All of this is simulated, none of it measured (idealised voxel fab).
process module | voxel capacitor over wiring
cross-section cut | 160 nm wide | cells 5 nm
A cross-section is a grid of square cells, given in bands from the top down. A band is one or more rows of cells.
Each band's line starts with the height of the band's top and of its bottom, in nm. Then come its materials from left to right, each with its width in nm. One material with "throughout" fills the band from edge to edge. "air" is empty space.
Height 0 is the level under which the wafer as received is all one material. The lowest band goes on downwards, as in "0 down".
A width such as "30 to 40" changes by the same amount from each row of cells to the next, from the band's top row to its bottom row.
"no change" after a step means that no cell of the cross-section changed.
closed voids: empty space of 8 cells or more with no open way to the top, each as width x height at its distance from the left edge, in nm
after a step's settings: what the simulator itself notes on the step
overlay nm, on a step with a mask: how far to the right of its planned place the mask lay; to the left if negative
plan
1 op RECEIVE | material Si
2 op CONFORMAL_DEP | material SiO2 | thk nm 15
3 op CONFORMAL_DEP | material SiCN | thk nm 5
4 op DIRECTIONAL_DEP | material lowk | thk nm 15
5 op PATTERN | tone open | mask id METAL_1 | material resist | width nm 30 | pitch nm 95 | thk nm 20 | overlay nm 0
6 op DIRECTIONAL_ETCH | etch materials lowk | depth nm 15
7 op DIRECTIONAL_ETCH | etch materials SiCN | depth nm 5
8 op STRIP | etch materials resist
9 op CONFORMAL_DEP | material TiN | thk nm 5
10 op FILL_DEP | material Ru | thk nm 10
11 op CMP | height nm 35
12 op CONFORMAL_DEP | material SiCN | thk nm 5
13 op DIRECTIONAL_DEP | material lowk | thk nm 10
14 op MASKED_ETCH | tone open | mask id PLUG_1 | width nm 15 | etch materials lowk | depth nm 10 | overlay nm 0
15 op MASKED_ETCH | tone open | mask id PLUG_1 | width nm 15 | etch materials SiCN | depth nm 5 | overlay nm 0
16 op EPI | material Ru | thk nm 10
17 op EPI | material Ru | thk nm 5
18 op DIRECTIONAL_DEP | material TiN | thk nm 5
19 op DIRECTIONAL_DEP | material Al2O3 | thk nm 5
20 op DIRECTIONAL_DEP | material TiN | thk nm 10
21 op MASKED_ETCH | tone cover | mask id UPPER_PLATE | width nm 70 | etch materials TiN | depth nm 10 | overlay nm 0
22 op MASKED_ETCH | tone cover | mask id UPPER_PLATE | width nm 70 | etch materials Al2O3 | depth nm 5 | overlay nm 0
23 op PATTERN | tone cover | mask id LOWER_PLATE | material resist | width nm 80 | thk nm 20 | overlay nm 0
24 op DIRECTIONAL_ETCH | etch materials TiN | depth nm 5
25 op STRIP | etch materials resist
26 op FILL_DEP | material SiO2 | thk nm 15
27 op CMP | height nm 80
28 op PATTERN | tone open | mask id PLUG_2 | material resist | width nm 15 | thk nm 15 | overlay nm 0
29 op DIRECTIONAL_ETCH | etch materials SiO2 | depth nm 10
30 op STRIP | etch materials resist
31 op CONFORMAL_DEP | material TiN | thk nm 5
32 op FILL_DEP | material Cu | thk nm 10
33 op CMP | height nm 80
34 op CONFORMAL_DEP | material SiN | thk nm 5
first wafer, as planned
as received, after step 1
  0 down: Si throughout
  closed voids: none
after step 2
  15 to 0: SiO2 throughout
  below 0: unchanged
after step 3
  20 to 15: SiCN throughout
  below 15: unchanged
after step 4
  35 to 20: lowk throughout
  below 20: unchanged
after step 5
  55 to 35: resist 15 | air 30 | resist 65 | air 30 | resist 20
  below 35: unchanged
after step 6
  55 to 35: resist 15 | air 30 | resist 65 | air 30 | resist 20
  35 to 20: lowk 15 | air 30 | lowk 65 | air 30 | lowk 20
  below 20: unchanged
after step 7
  55 to 35: resist 15 | air 30 | resist 65 | air 30 | resist 20
  35 to 20: lowk 15 | air 30 | lowk 65 | air 30 | lowk 20
  20 to 15: SiCN 15 | air 30 | SiCN 65 | air 30 | SiCN 20
  below 15: unchanged
after step 8
  35 to 20: lowk 15 | air 30 | lowk 65 | air 30 | lowk 20
  below 20: unchanged
after step 9
  40 to 35: TiN 20 | air 20 | TiN 75 | air 20 | TiN 25
  35 to 20: lowk 15 | TiN 5 | air 20 | TiN 5 | lowk 65 | TiN 5 | air 20 | TiN 5 | lowk 20
  20 to 15: SiCN 15 | TiN 30 | SiCN 65 | TiN 30 | SiCN 20
  below 15: unchanged
after step 10
  50 to 40: Ru throughout
  40 to 35: TiN 20 | Ru 20 | TiN 75 | Ru 20 | TiN 25
  35 to 20: lowk 15 | TiN 5 | Ru 20 | TiN 5 | lowk 65 | TiN 5 | Ru 20 | TiN 5 | lowk 20
  below 20: unchanged
after step 11
  35 to 20: lowk 15 | TiN 5 | Ru 20 | TiN 5 | lowk 65 | TiN 5 | Ru 20 | TiN 5 | lowk 20
  below 20: unchanged
after step 12
  40 to 35: SiCN throughout
  below 35: unchanged
after step 13
  50 to 40: lowk throughout
  below 40: unchanged
after step 14
  50 to 40: lowk 30 | air 15 | lowk 115
  below 40: unchanged
after step 15
  50 to 40: lowk 30 | air 15 | lowk 115
  40 to 35: SiCN 30 | air 15 | SiCN 115
  below 35: unchanged
after step 16
  50 to 45: lowk 30 | air 15 | lowk 115
  45 to 40: lowk 30 | Ru 15 | lowk 115
  40 to 35: SiCN 30 | Ru 15 | SiCN 115
  below 35: unchanged
after step 17
  50 to 40: lowk 30 | Ru 15 | lowk 115
  below 40: unchanged
after step 18
  55 to 50: TiN throughout
  below 50: unchanged
after step 19
  60 to 55: Al2O3 throughout
  below 55: unchanged
after step 20
  70 to 60: TiN throughout
  below 60: unchanged
after step 21
  70 to 60: air 30 | TiN 70 | air 60
  below 60: unchanged
after step 22
  70 to 60: air 30 | TiN 70 | air 60
  60 to 55: air 30 | Al2O3 70 | air 60
  below 55: unchanged
after step 23
  90 to 70: air 25 | resist 80 | air 55
  70 to 60: air 25 | resist 5 | TiN 70 | resist 5 | air 55
  60 to 55: air 25 | resist 5 | Al2O3 70 | resist 5 | air 55
  below 55: unchanged
after step 24
  90 to 70: air 25 | resist 80 | air 55
  70 to 60: air 25 | resist 5 | TiN 70 | resist 5 | air 55
  60 to 55: air 25 | resist 5 | Al2O3 70 | resist 5 | air 55
  55 to 50: air 25 | TiN 80 | air 55
  below 50: unchanged
after step 25
  70 to 60: air 30 | TiN 70 | air 60
  60 to 55: air 30 | Al2O3 70 | air 60
  below 55: unchanged
after step 26
  85 to 70: SiO2 throughout
  70 to 60: SiO2 30 | TiN 70 | SiO2 60
  60 to 55: SiO2 30 | Al2O3 70 | SiO2 60
  55 to 50: SiO2 25 | TiN 80 | SiO2 55
  below 50: unchanged
after step 27
  80 to 70: SiO2 throughout
  below 70: unchanged
after step 28
  95 to 80: resist 40 | air 15 | resist 105
  below 80: unchanged
after step 29
  95 to 80: resist 40 | air 15 | resist 105
  80 to 70: SiO2 40 | air 15 | SiO2 105
  below 70: unchanged
after step 30
  80 to 70: SiO2 40 | air 15 | SiO2 105
  below 70: unchanged
after step 31
  85 to 80: TiN 45 | air 5 | TiN 110
  80 to 75: SiO2 40 | TiN 5 | air 5 | TiN 5 | SiO2 105
  75 to 70: SiO2 40 | TiN 15 | SiO2 105
  below 70: unchanged
after step 32
  95 to 85: Cu throughout
  85 to 80: TiN 45 | Cu 5 | TiN 110
  80 to 75: SiO2 40 | TiN 5 | Cu 5 | TiN 5 | SiO2 105
  below 75: unchanged
after step 33
  80 to 75: SiO2 40 | TiN 5 | Cu 5 | TiN 5 | SiO2 105
  below 75: unchanged
after step 34
  85 to 80: SiN throughout
  below 80: unchanged
second wafer: like start, like plan, one mistake. Through step 17 it matches the first wafer
when step 18 should have ended
  55 to 50: Al2O3 throughout
  below 50: unchanged
when step 19 should have ended
  60 to 55: TiN throughout
  below 55: unchanged
when step 20 should have ended
  70 to 55: TiN throughout
  below 55: unchanged
when step 21 should have ended
  70 to 60: air 30 | TiN 70 | air 60
  below 60: unchanged
when step 22 should have ended: no change
when step 23 should have ended
  90 to 70: air 25 | resist 80 | air 55
  70 to 60: air 25 | resist 5 | TiN 70 | resist 5 | air 55
  below 60: unchanged
when step 24 should have ended
  90 to 70: air 25 | resist 80 | air 55
  70 to 60: air 25 | resist 5 | TiN 70 | resist 5 | air 55
  60 to 55: air 25 | TiN 80 | air 55
  below 55: unchanged
when step 25 should have ended
  70 to 60: air 30 | TiN 70 | air 60
  below 60: unchanged
when step 26 should have ended
  85 to 70: SiO2 throughout
  70 to 60: SiO2 30 | TiN 70 | SiO2 60
  60 to 55: SiO2 25 | TiN 80 | SiO2 55
  below 55: unchanged
when step 27 should have ended
  80 to 70: SiO2 throughout
  below 70: unchanged
when step 28 should have ended
  95 to 80: resist 40 | air 15 | resist 105
  below 80: unchanged
when step 29 should have ended
  95 to 80: resist 40 | air 15 | resist 105
  80 to 70: SiO2 40 | air 15 | SiO2 105
  below 70: unchanged
when step 30 should have ended
  80 to 70: SiO2 40 | air 15 | SiO2 105
  below 70: unchanged
when step 31 should have ended
  85 to 80: TiN 45 | air 5 | TiN 110
  80 to 75: SiO2 40 | TiN 5 | air 5 | TiN 5 | SiO2 105
  75 to 70: SiO2 40 | TiN 15 | SiO2 105
  below 70: unchanged
when step 32 should have ended
  95 to 85: Cu throughout
  85 to 80: TiN 45 | Cu 5 | TiN 110
  80 to 75: SiO2 40 | TiN 5 | Cu 5 | TiN 5 | SiO2 105
  below 75: unchanged
when step 33 should have ended
  80 to 75: SiO2 40 | TiN 5 | Cu 5 | TiN 5 | SiO2 105
  below 75: unchanged
when step 34 should have ended
  85 to 80: SiN throughout
  below 80: unchanged
what went wrong: steps 18 and 19 were swapped
at the end the second wafer has, in cells: 18 more of Al2O3 | 18 fewer of SiO2
